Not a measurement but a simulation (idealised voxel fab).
process module | voxel ribs on slabs
cross-section cut | 180 nm wide | cells 5 nm
A cross-section is a grid of square cells, given in bands from the top down. A band is one or more rows of cells.
Each band's line starts with the height of the band's top and of its bottom, in nm. Then come its materials from left to right, each with its width in nm. One material with "throughout" fills the band from edge to edge. "air" is empty space.
Height 0 is the level under which the wafer as received is all one material. The lowest band goes on downwards, as in "0 down".
A width such as "30 to 40" changes by the same amount from each row of cells to the next, from the band's top row to its bottom row.
"no change" after a step means that no cell of the cross-section changed.
closed voids: empty space of 8 cells or more with no open way to the top, each as width x height at its distance from the left edge, in nm
after a step's settings: what the simulator itself notes on the step
overlay nm, on a step with a mask: how far to the right of its planned place the mask lay; to the left if negative
plan
1 op RECEIVE | material Si
2 op DIRECTIONAL_DEP | material SiO2 | thk nm 20
3 op DIRECTIONAL_DEP | material SiN | thk nm 15
4 op DIRECTIONAL_DEP | material aC | thk nm 15
5 op PATTERN | tone cover | mask id RIB | material resist | width nm 20 | thk nm 35 | overlay nm 0
6 op DIRECTIONAL_ETCH | etch materials aC | depth nm 15
7 op STRIP | etch materials resist
8 op DIRECTIONAL_ETCH | etch materials SiN | depth nm 5
9 op STRIP | etch materials aC
10 op DIRECTIONAL_DEP | material aC | thk nm 10
11 op PATTERN | tone cover | mask id SLAB | material resist | width nm 60 | thk nm 30 | overlay nm 0
12 op DIRECTIONAL_ETCH | etch materials aC | depth nm 10
13 op STRIP | etch materials resist
14 op DIRECTIONAL_ETCH | etch materials SiN | depth nm 10
15 op STRIP | etch materials aC
16 op FILL_DEP | material SiO2 | thk nm 20
17 op CMP | height nm 50
18 op DIRECTIONAL_DEP | material TiN | thk nm 10
19 op DIRECTIONAL_DEP | material aC | thk nm 15
20 op PATTERN | tone cover | mask id HEATER | material resist | width nm 30 | thk nm 35 | overlay nm 0
21 op DIRECTIONAL_ETCH | etch materials aC | depth nm 15
22 op STRIP | etch materials resist
23 op DIRECTIONAL_ETCH | etch materials TiN | depth nm 10
24 op STRIP | etch materials aC
25 op CONFORMAL_DEP | material SiO2 | thk nm 10
first wafer, as planned
as received, after step 1
  0 down: Si throughout
  closed voids: none
after step 2
  20 to 0: SiO2 throughout
  below 0: unchanged
after step 3
  35 to 20: SiN throughout
  below 20: unchanged
after step 4
  50 to 35: aC throughout
  below 35: unchanged
after step 5
  85 to 50: air 80 | resist 20 | air 80
  below 50: unchanged
after step 6
  70 to 50: air 80 | resist 20 | air 80
  50 to 35: air 80 | aC 20 | air 80
  below 35: unchanged
after step 7
  50 to 35: air 80 | aC 20 | air 80
  below 35: unchanged
after step 8
  50 to 35: air 80 | aC 20 | air 80
  35 to 30: air 80 | SiN 20 | air 80
  below 30: unchanged
after step 9
  35 to 30: air 80 | SiN 20 | air 80
  below 30: unchanged
after step 10
  45 to 40: air 80 | aC 20 | air 80
  40 to 35: aC throughout
  35 to 30: aC 80 | SiN 20 | aC 80
  below 30: unchanged
after step 11
  75 to 45: air 60 | resist 60 | air 60
  45 to 40: air 60 | resist 20 | aC 20 | resist 20 | air 60
  below 40: unchanged
after step 12
  65 to 45: air 60 | resist 60 | air 60
  45 to 40: air 60 | resist 20 | aC 20 | resist 20 | air 60
  40 to 35: air 60 | aC 60 | air 60
  35 to 30: air 60 | aC 20 | SiN 20 | aC 20 | air 60
  below 30: unchanged
after step 13
  45 to 35: air 80 to 60 | aC 20 to 60 | air 80 to 60
  below 35: unchanged
after step 14
  45 to 35: air 80 to 60 | aC 20 to 60 | air 80 to 60
  35 to 30: air 60 | aC 20 | SiN 20 | aC 20 | air 60
  30 to 20: air 60 | SiN 60 | air 60
  below 20: unchanged
after step 15
  35 to 30: air 80 | SiN 20 | air 80
  below 30: unchanged
after step 16
  55 to 35: SiO2 throughout
  35 to 30: SiO2 80 | SiN 20 | SiO2 80
  30 to 20: SiO2 60 | SiN 60 | SiO2 60
  below 20: unchanged
after step 17
  50 to 35: SiO2 throughout
  below 35: unchanged
after step 18
  60 to 50: TiN throughout
  below 50: unchanged
after step 19
  75 to 60: aC throughout
  below 60: unchanged
after step 20
  110 to 75: air 75 | resist 30 | air 75
  below 75: unchanged
after step 21
  95 to 75: air 75 | resist 30 | air 75
  75 to 60: air 75 | aC 30 | air 75
  below 60: unchanged
after step 22
  75 to 60: air 75 | aC 30 | air 75
  below 60: unchanged
after step 23
  75 to 60: air 75 | aC 30 | air 75
  60 to 50: air 75 | TiN 30 | air 75
  below 50: unchanged
after step 24
  60 to 50: air 75 | TiN 30 | air 75
  below 50: unchanged
after step 25
  70 to 60: air 65 | SiO2 50 | air 65
  60 to 50: SiO2 75 | TiN 30 | SiO2 75
  below 50: unchanged
second wafer: like start, like plan, one mistake. Through step 15 it matches the first wafer
when step 16 should have ended
  55 to 20: SiN throughout
  below 20: unchanged
when step 17 should have ended
  50 to 20: SiN throughout
  below 20: unchanged
when step 18 should have ended
  60 to 50: TiN throughout
  below 50: unchanged
when step 19 should have ended
  75 to 60: aC throughout
  below 60: unchanged
when step 20 should have ended
  110 to 75: air 75 | resist 30 | air 75
  below 75: unchanged
when step 21 should have ended
  95 to 75: air 75 | resist 30 | air 75
  75 to 60: air 75 | aC 30 | air 75
  below 60: unchanged
when step 22 should have ended
  75 to 60: air 75 | aC 30 | air 75
  below 60: unchanged
when step 23 should have ended
  75 to 60: air 75 | aC 30 | air 75
  60 to 50: air 75 | TiN 30 | air 75
  below 50: unchanged
when step 24 should have ended
  60 to 50: air 75 | TiN 30 | air 75
  below 50: unchanged
when step 25 should have ended
  70 to 60: air 65 | SiO2 50 | air 65
  60 to 50: SiO2 75 | TiN 30 | SiO2 75
  below 50: unchanged
what went wrong: step 16 ran as: op FILL_DEP | material SiN | thk nm 20
at the end the second wafer has, in cells: 188 more of SiN | 188 fewer of SiO2
